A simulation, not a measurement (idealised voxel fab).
This section sets out a process module, namely voxel lift off.
In the cross-section labelled cut, the width is 140 nm and each square cell is 5 nm.
If you're reading a cross-section in this doc, picture square cells in a grid; it comes to you as bands, top ones listed first down to the bottom, and a band can be one or more rows of cells. Heads up on the band format: heights come first, top then bottom, in nm. After that it's the materials left to right, each with its width in nm. A single material flagged "all across" fills the whole band edge to edge, and "blank" means there's empty space there. Height reference: 0 = level under which incoming wafer is all one material. Lowest band: no bottom, runs on downward, e.g. "top 0, no bottom". Top row gets the first number, bottom row gets the second, and each row in between changes by the same step: that is how a band width like "30..40" works. Reading "nothing changed" for a step: not a cell of the cross-section changed in it. You'll see "Enclosed cavities" listing empty spaces that have no way open to the top, as long as they're 8 cells or more; the notation is width x height at distance, where the distance is from the left edge, and all of it is in nm. The remark found on a step's line after its settings is issued by the simulator itself and pertains to that step. overlay nm: on a step with a mask, how far right of its planned place the mask lay; negative means left.

PROCESS STEPS - PLAN
1. RECEIVE, material Si
2. CONFORMAL_DEP, material Al2O3, thk nm 10
3. PATTERN, tone open, mask id LINES, material resist, width nm 25, pitch nm 40, thk nm 20, overlay nm 0
4. DIRECTIONAL_DEP, material Ru, thk nm 10
5. STRIP, etch materials resist
6. CONFORMAL_DEP, material SiO2, thk nm 10

OF TWO WAFERS, THE FIRST: RUN ACCORDING TO PLAN

SO THIS IS THE INCOMING WAFER IN CROSS-SECTION - IT'S ALREADY BEEN THROUGH STEP 1
- top 0, no bottom = Si all across
- Enclosed cavities: none

STATE OF THE WAFER AFTER STEP 2, SHOWN IN CROSS-SECTION
- top 10, bottom 0 = Al2O3 all across
- Rest of section, below 0: as before.

STATE OF THE WAFER AFTER STEP 3, SHOWN IN CROSS-SECTION
- top 30, bottom 10 = resist (15); blank (25); resist (15); blank (25); resist (15); blank (25); resist (20)
- Rest of section, below 10: as before.

STATE OF THE WAFER AFTER STEP 4, SHOWN IN CROSS-SECTION
- top 40, bottom 30 = Ru (15); blank (25); Ru (15); blank (25); Ru (15); blank (25); Ru (20)
- top 30, bottom 20 = resist (15); blank (25); resist (15); blank (25); resist (15); blank (25); resist (20)
- top 20, bottom 10 = resist (15); Ru (25); resist (15); Ru (25); resist (15); Ru (25); resist (20)
- Rest of section, below 10: as before.

STATE OF THE WAFER AFTER STEP 5, SHOWN IN CROSS-SECTION
- top 20, bottom 10 = blank (15); Ru (25); blank (15); Ru (25); blank (15); Ru (25); blank (20)
- Rest of section, below 10: as before.

STATE OF THE WAFER AFTER STEP 6, SHOWN IN CROSS-SECTION
- top 30, bottom 20 = blank (5); SiO2 (125); blank (10)
- top 20, bottom 10 = SiO2 (15); Ru (25); SiO2 (15); Ru (25); SiO2 (15); Ru (25); SiO2 (20)
- Rest of section, below 10: as before.

THE SECOND WAFER WAS PREPARED FROM THE SAME STARTING POINT AND UNDER THE SAME PLAN AS THE FIRST; ITS PROCESSING CONTAINED ONE MISTAKE, AND IT REMAINS INDISTINGUISHABLE FROM THE FIRST WAFER UP TO AND INCLUDING STEP 2

SECOND WAFER, SECTION VIEW, TIME POINT: SCHEDULED END OF STEP 3
- top 30, bottom 10 = resist (20); blank (25); resist (15); blank (25); resist (15); blank (25); resist (15)
- Rest of section, below 10: as before.

SECOND WAFER, SECTION VIEW, TIME POINT: SCHEDULED END OF STEP 4
- top 40, bottom 30 = Ru (20); blank (25); Ru (15); blank (25); Ru (15); blank (25); Ru (15)
- top 30, bottom 20 = resist (20); blank (25); resist (15); blank (25); resist (15); blank (25); resist (15)
- top 20, bottom 10 = resist (20); Ru (25); resist (15); Ru (25); resist (15); Ru (25); resist (15)
- Rest of section, below 10: as before.

SECOND WAFER, SECTION VIEW, TIME POINT: SCHEDULED END OF STEP 5
- top 20, bottom 10 = blank (20); Ru (25); blank (15); Ru (25); blank (15); Ru (25); blank (15)
- Rest of section, below 10: as before.

SECOND WAFER, SECTION VIEW, TIME POINT: SCHEDULED END OF STEP 6
- top 30, bottom 20 = blank (10); SiO2 (125); blank (5)
- top 20, bottom 10 = SiO2 (20); Ru (25); SiO2 (15); Ru (25); SiO2 (15); Ru (25); SiO2 (15)
- Rest of section, below 10: as before.
Error vs. plan: not per plan at step 3, really ran PATTERN, tone open, mask id LINES, material resist, width nm 25, pitch nm 40, thk nm 20, overlay nm 5
If you tally the cells, the second wafer ends up with the same amount of every material as the first; it's all just sitting in different places.
